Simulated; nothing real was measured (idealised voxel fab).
Proc. module: voxel local oxidation
Square cell edge 5 nm, section width 170 nm, ID cut.
Cross-section = grid of square cells, listed top down in bands; band = one or more rows.
What a band's entry tells you: where the top is and where the bottom is, as heights in nm, and after that what lies inside, material by material from left to right, each with its width in nm. Empty space is written as the word "blank", and a single material marked with the word "all across" occupies the band from edge to edge.
Heads up on the height convention: 0 is the point under which the incoming wafer is all one material, and the lowest band has no bottom, it just keeps going down, like "0 and below".
A width such as "30 to 40" changes by the same amount from each row of cells to the next, from the band's top row to its bottom row.
Reading "changes: none" for a step: not a cell of the cross-section changed in it.
Voids not open to the top, 8 cells minimum: see "Closed void entries". Written width x height at distance; distance is from the left edge; nm.
Formally, on a step line, whatever follows the settings is a remark that the simulator itself makes on the step.
overlay nm: step with mask; distance mask lay right of planned place; negative value = left of planned place.

Steps planned for the process
| 1 | RECEIVE, material Si |
| 2 | CONFORMAL_DEP, material SiO2, thk nm 5 |
| 3 | CONFORMAL_DEP, material SiN, thk nm 15 |
| 4 | DIRECTIONAL_DEP, material aC, thk nm 15 |
| 5 | PATTERN, tone cover, mask id ACTIVE, material resist, width nm 100, thk nm 30, overlay nm 0 |
| 6 | DIRECTIONAL_ETCH, etch materials aC, depth nm 15 |
| 7 | STRIP, etch materials resist |
| 8 | DIRECTIONAL_ETCH, etch materials SiN, depth nm 15 |
| 9 | STRIP, etch materials aC |
| 10 | SELECTIVE_ETCH, etch materials SiO2, depth nm 5 |
| 11 | OXIDIZE, depth nm 10 |
| 12 | STRIP, etch materials SiN |

On the first of the two wafers: run conducted according to plan

Received-state cross-section, reflecting completion of step 1
    0 and below | Si all across
    Closed void entries: none

The wafer, seen in cross-section, after step 2
    5 down to 0 | SiO2 all across
    Everything below 0 is unchanged.

The wafer, seen in cross-section, after step 3
    20 down to 5 | SiN all across
    Everything below 5 is unchanged.

The wafer, seen in cross-section, after step 4
    35 down to 20 | aC all across
    Everything below 20 is unchanged.

The wafer, seen in cross-section, after step 5
    65 down to 35 | 35 of blank | 100 of resist | 35 of blank
    Everything below 35 is unchanged.

The wafer, seen in cross-section, after step 6
    50 down to 35 | 35 of blank | 100 of resist | 35 of blank
    35 down to 20 | 35 of blank | 100 of aC | 35 of blank
    Everything below 20 is unchanged.

The wafer, seen in cross-section, after step 7
    35 down to 20 | 35 of blank | 100 of aC | 35 of blank
    Everything below 20 is unchanged.

The wafer, seen in cross-section, after step 8
    35 down to 20 | 35 of blank | 100 of aC | 35 of blank
    20 down to 5 | 35 of blank | 100 of SiN | 35 of blank
    Everything below 5 is unchanged.

The wafer, seen in cross-section, after step 9
    20 down to 5 | 35 of blank | 100 of SiN | 35 of blank
    Everything below 5 is unchanged.

The wafer, seen in cross-section, after step 10
    20 down to 5 | 35 of blank | 100 of SiN | 35 of blank
    5 down to 0 | 40 of blank | 90 of SiO2 | 40 of blank
    Everything below 0 is unchanged.

The wafer, seen in cross-section, after step 11
    20 down to 5 | 35 of blank | 100 of SiN | 35 of blank
    5 down to 0 | 40 of blank | 90 of SiO2 | 40 of blank
    0 down to -10 | 50 of SiO2 | 70 of Si | 50 of SiO2
    Everything below -10 is unchanged.

The wafer, seen in cross-section, after step 12
    5 down to 0 | 40 of blank | 90 of SiO2 | 40 of blank
    Everything below 0 is unchanged.

Regarding the second of the two wafers: it shared the first wafer's starting condition and process plan, yet one error occurred during its execution. Its history coincides with that of the first wafer up to and including step 4

Second wafer, cut view, end of step 5 per plan
    65 down to 35 | 40 of blank | 95 of resist | 35 of blank
    Everything below 35 is unchanged.

Second wafer, cut view, end of step 6 per plan
    50 down to 35 | 40 of blank | 95 of resist | 35 of blank
    35 down to 20 | 40 of blank | 95 of aC | 35 of blank
    Everything below 20 is unchanged.

Second wafer, cut view, end of step 7 per plan
    35 down to 20 | 40 of blank | 95 of aC | 35 of blank
    Everything below 20 is unchanged.

Second wafer, cut view, end of step 8 per plan
    35 down to 20 | 40 of blank | 95 of aC | 35 of blank
    20 down to 5 | 40 of blank | 95 of SiN | 35 of blank
    Everything below 5 is unchanged.

Second wafer, cut view, end of step 9 per plan
    20 down to 5 | 40 of blank | 95 of SiN | 35 of blank
    Everything below 5 is unchanged.

Second wafer, cut view, end of step 10 per plan
    20 down to 5 | 40 of blank | 95 of SiN | 35 of blank
    5 down to 0 | 45 of blank | 85 of SiO2 | 40 of blank
    Everything below 0 is unchanged.

Second wafer, cut view, end of step 11 per plan
    20 down to 5 | 40 of blank | 95 of SiN | 35 of blank
    5 down to 0 | 45 of blank | 85 of SiO2 | 40 of blank
    0 down to -10 | 55 of SiO2 | 65 of Si | 50 of SiO2
    Everything below -10 is unchanged.

Second wafer, cut view, end of step 12 per plan
    5 down to 0 | 45 of blank | 85 of SiO2 | 40 of blank
    Everything below 0 is unchanged.
What broke from the plan during processing? step 5 changed vs plan, executed as PATTERN, tone cover, mask id ACTIVE, material resist, width nm 95, thk nm 30, overlay nm 0
Final tally in cells, some materials are higher or lower on the second wafer than on the first: -2 Si, +1 SiO2
